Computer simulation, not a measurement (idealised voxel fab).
process module | voxel transistor to metal
cross-section cut | 205 nm wide | cells 5 nm
A cross-section is a grid of square cells, given in bands from the top down. A band is one or more rows of cells.
Each band's line starts with the height of the band's top and of its bottom, in nm. Then come its materials from left to right, each with its width in nm. One material with "throughout" fills the band from edge to edge. "air" is empty space.
Height 0 is the level under which the wafer as received is all one material. The lowest band goes on downwards, as in "0 down".
A width such as "30 to 40" changes by the same amount from each row of cells to the next, from the band's top row to its bottom row.
"no change" after a step means that no cell of the cross-section changed.
closed voids: empty space of 8 cells or more with no open way to the top, each as width x height at its distance from the left edge, in nm
after a step's settings: what the simulator itself notes on the step
overlay nm, on a step with a mask: how far to the right of its planned place the mask lay; to the left if negative
plan
1 op RECEIVE | material Si
2 op CONFORMAL_DEP | material SiO2 | thk nm 5
3 op CONFORMAL_DEP | material SiN | thk nm 15
4 op DIRECTIONAL_DEP | material aC | thk nm 15
5 op PATTERN | tone cover | mask id ACTIVE | material resist | width nm 105 | thk nm 30 | overlay nm 0
6 op DIRECTIONAL_ETCH | etch materials aC | depth nm 15
7 op STRIP | etch materials resist
8 op DIRECTIONAL_ETCH | etch materials SiN | depth nm 15
9 op DIRECTIONAL_ETCH | etch materials SiO2 | depth nm 5
10 op DIRECTIONAL_ETCH | etch materials Si | depth nm 35
11 op STRIP | etch materials aC
12 op FILL_DEP | material SiO2 | thk nm 15
13 op CMP | height nm 20
14 op SELECTIVE_ETCH | etch materials SiO2 | depth nm 15
15 op STRIP | etch materials SiN
16 op SELECTIVE_ETCH | etch materials SiO2 | depth nm 5
17 op OXIDIZE | depth nm 5
18 op DIRECTIONAL_DEP | material polySi | thk nm 20
19 op DIRECTIONAL_DEP | material SiCN | thk nm 10
20 op MASKED_ETCH | tone cover | mask id GATE | width nm 25 | etch materials SiCN | depth nm 20 | overlay nm 0
21 op MASKED_ETCH | tone cover | mask id GATE | width nm 25 | etch materials polySi | depth nm 30 | overlay nm 0
22 op CONFORMAL_DEP | material SiO2 | thk nm 5
23 op DIRECTIONAL_ETCH | etch materials SiO2 | depth nm 5
24 op CONFORMAL_DEP | material SiN | thk nm 10
25 op DIRECTIONAL_ETCH | etch materials SiN | depth nm 10
26 op DIRECTIONAL_ETCH | etch materials SiO2 | depth nm 5
27 op DIRECTIONAL_ETCH | etch materials Si | depth nm 15
28 op EPI | material nSi | thk nm 15
29 op FILL_DEP | material SiO2 | thk nm 5
30 op CMP | height nm 30
31 op DIRECTIONAL_DEP | material SiO2 | thk nm 15
32 op PATTERN | tone open | mask id CONTACT | material resist | width nm 25 | pitch nm 60 | thk nm 20 | overlay nm 0
33 op DIRECTIONAL_ETCH | etch materials SiO2 | depth nm 35
34 op STRIP | etch materials resist
35 op CONFORMAL_DEP | material TiN | thk nm 5
36 op FILL_DEP | material Ru | thk nm 5
37 op CMP | height nm 45
38 op DIRECTIONAL_DEP | material TiN | thk nm 5
39 op DIRECTIONAL_DEP | material Ru | thk nm 20
40 op PATTERN | tone cover | mask id METAL_1 | material resist | width nm 15 | pitch nm 70 | thk nm 20 | overlay nm 0
41 op DIRECTIONAL_ETCH | etch materials Ru | depth nm 20
42 op DIRECTIONAL_ETCH | etch materials TiN | depth nm 5
43 op STRIP | etch materials resist
44 op CONFORMAL_DEP | material SiN | thk nm 5
45 op FILL_DEP | material SiO2 | thk nm 5
46 op CMP | height nm 70
47 op CONFORMAL_DEP | material SiN | thk nm 5
as received, after step 1
  0 down: Si throughout
  closed voids: none
a wafer at the end: this start, this plan, one mistake
  75 to 70: SiN throughout
  70 to 50: SiO2 55 | SiN 5 | Ru 15 | SiN 5 | SiO2 45 | SiN 5 | Ru 15 | SiN 5 | SiO2 55
  50 to 45: SiN 60 | TiN 15 | SiN 55 | TiN 15 | SiN 60
  45 to 35: SiO2 60 | TiN 5 | Ru 15 | TiN 5 | SiO2 35 | TiN 5 | Ru 15 | TiN 5 | SiO2 60
  35 to 30: SiO2 60 | TiN 5 | Ru 10 | TiN 10 | SiO2 35 | TiN 10 | Ru 10 | TiN 5 | SiO2 60
  30 to 20: SiO2 60 | TiN 5 | Ru 10 | TiN 5 | SiN 10 | SiCN 25 | SiN 10 | TiN 5 | Ru 10 | TiN 5 | SiO2 60
  20 to 15: SiO2 60 | TiN 5 | Ru 10 | TiN 5 | SiN 10 | polySi 25 | SiN 10 | TiN 5 | Ru 10 | TiN 5 | SiO2 60
  15 to 10: SiO2 60 | TiN 20 | SiN 10 | polySi 25 | SiN 10 | TiN 20 | SiO2 60
  10 to 0: SiO2 65 | nSi 15 | SiN 10 | polySi 25 | SiN 10 | nSi 15 | SiO2 65
  0 to -5: SiO2 65 | nSi 15 | SiN 10 | SiO2 25 | SiN 10 | nSi 15 | SiO2 65
  -5 to -10: SiO2 45 | nSi 35 | Si 45 | nSi 35 | SiO2 45
  -10 to -20: SiO2 50 | nSi 30 | Si 45 | nSi 30 | SiO2 50
  -20 to -35: SiO2 50 | Si 105 | SiO2 50
  -35 down: Si throughout
  closed voids: none
what went wrong: step 22 was left out
